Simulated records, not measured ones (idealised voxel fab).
The following is a process module called voxel capacitor over wiring.
Cross-sectional view cut (width: 175 nm; square cell size: 5 nm).
Format of a cross-section: grid, square cells. Given as bands. Order: top down. Band: one or more rows of cells.
For a band, the entry starts with two heights in nm, that of the top and then that of the bottom, and carries on with the band's materials in order from left to right, each alongside its width in nm; the word "full width" beside a single material means it fills the band edge to edge, and "empty" means empty space.
Heads up on the height convention: 0 is the point under which the incoming wafer is all one material, and the lowest band has no bottom, it just keeps going down, like "z 0 and below".
Quick explanation for "30->40": the width changes in equal steps down the rows of cells, from the first number in the band's top row to the second number in its bottom row.
You'll sometimes find "everything unchanged" written for a step, and that's the way of saying that nowhere in the cross-section did a cell change during that step.
Each empty space that has no open way to the top and spans at least 8 cells appears under "Sealed void inventory" as width x height at distance, the distance counted from the left edge, all in nm.
Post-settings text on a step line: simulator's own remark regarding the step.
A step's line can hold "overlay nm"; with a mask on that step, the setting says how far right of the planned place the mask lay, while a negative setting says it lay to the left.
INTENDED PROCESS STEPS
step 1: RECEIVE with material Si
step 2: CONFORMAL_DEP with material SiO2, thk nm 15
step 3: DIRECTIONAL_DEP with material TiN, thk nm 5
step 4: DIRECTIONAL_DEP with material Ru, thk nm 20
step 5: DIRECTIONAL_DEP with material aC, thk nm 15
step 6: PATTERN with tone cover, mask id METAL_1, material resist, width nm 30, pitch nm 80, thk nm 35, overlay nm 0
step 7: DIRECTIONAL_ETCH with etch materials aC, depth nm 15
step 8: STRIP with etch materials resist
step 9: DIRECTIONAL_ETCH with etch materials Ru, depth nm 20
step 10: DIRECTIONAL_ETCH with etch materials TiN, depth nm 5
step 11: STRIP with etch materials aC
step 12: FILL_DEP with material lowk, thk nm 5
step 13: CMP with height nm 40
step 14: CONFORMAL_DEP with material SiCN, thk nm 5
step 15: DIRECTIONAL_DEP with material lowk, thk nm 20
step 16: DIRECTIONAL_DEP with material aC, thk nm 10
step 17: PATTERN with tone open, mask id PLUG_1, material resist, width nm 15, thk nm 25, overlay nm 0
step 18: DIRECTIONAL_ETCH with etch materials aC, depth nm 10
step 19: STRIP with etch materials resist
step 20: DIRECTIONAL_ETCH with etch materials lowk, depth nm 20
step 21: DIRECTIONAL_ETCH with etch materials SiCN, depth nm 5
step 22: STRIP with etch materials aC
step 23: CONFORMAL_DEP with material TiN, thk nm 5
step 24: FILL_DEP with material Ru, thk nm 5
step 25: CMP with height nm 65
step 26: DIRECTIONAL_DEP with material TiN, thk nm 10
step 27: DIRECTIONAL_DEP with material SiN, thk nm 5
step 28: DIRECTIONAL_DEP with material TiN, thk nm 10
step 29: DIRECTIONAL_DEP with material aC, thk nm 15
step 30: PATTERN with tone cover, mask id UPPER_PLATE, material resist, width nm 55, thk nm 30, overlay nm 0
step 31: DIRECTIONAL_ETCH with etch materials aC, depth nm 15
step 32: STRIP with etch materials resist
step 33: DIRECTIONAL_ETCH with etch materials TiN, depth nm 10
step 34: DIRECTIONAL_ETCH with etch materials SiN, depth nm 5
step 35: STRIP with etch materials aC
step 36: DIRECTIONAL_DEP with material aC, thk nm 10
step 37: PATTERN with tone cover, mask id LOWER_PLATE, material resist, width nm 65, thk nm 30, overlay nm 0
step 38: DIRECTIONAL_ETCH with etch materials aC, depth nm 10
step 39: STRIP with etch materials resist
step 40: DIRECTIONAL_ETCH with etch materials TiN, depth nm 10
step 41: STRIP with etch materials aC
step 42: FILL_DEP with material SiO2, thk nm 20
step 43: CMP with height nm 105
step 44: MASKED_ETCH with tone open, mask id PLUG_2, width nm 15, etch materials SiO2, depth nm 15, overlay nm 0
step 45: CONFORMAL_DEP with material TiN, thk nm 5
step 46: FILL_DEP with material Ru, thk nm 5
step 47: CMP with height nm 105
step 48: CONFORMAL_DEP with material SiCN, thk nm 5
AS RECEIVED (POST STEP 1): CROSS-SECTION
z 0 and below = Si full width
Sealed void inventory: none
WAFER AT MODULE END, IN SECTION. BEGAN AS ABOVE, PLANNED AS ABOVE, RUN WITH ONE MISTAKE
z 110 to 105 = SiCN full width
z 105 to 95 = SiO2 55, TiN 5, Ru 5, TiN 5, SiO2 105
z 95 to 90 = SiO2 55, TiN 15, SiO2 105
z 90 to 80 = SiO2 45, TiN 55, SiO2 75
z 80 to 75 = SiO2 45, SiN 55, SiO2 75
z 75 to 70 = SiO2 40, TiN 65, SiO2 70
z 70 to 65 = TiN full width
z 65 to 45 = lowk 45, TiN 5, Ru 5, TiN 5, lowk 115
z 45 to 40 = SiCN 45, TiN 15, SiCN 115
z 40 to 20 = lowk 30, Ru 30, lowk 50, Ru 30, lowk 35
z 20 to 15 = lowk 30, TiN 30, lowk 50, TiN 30, lowk 35
z 15 to 0 = SiO2 full width
z 0 and below = Si full width
Sealed void inventory: none
Heads up, the wafer didn't run the way we planned it: step 40 did not use the planned setting and instead ran as DIRECTIONAL_ETCH with etch materials TiN, depth nm 5
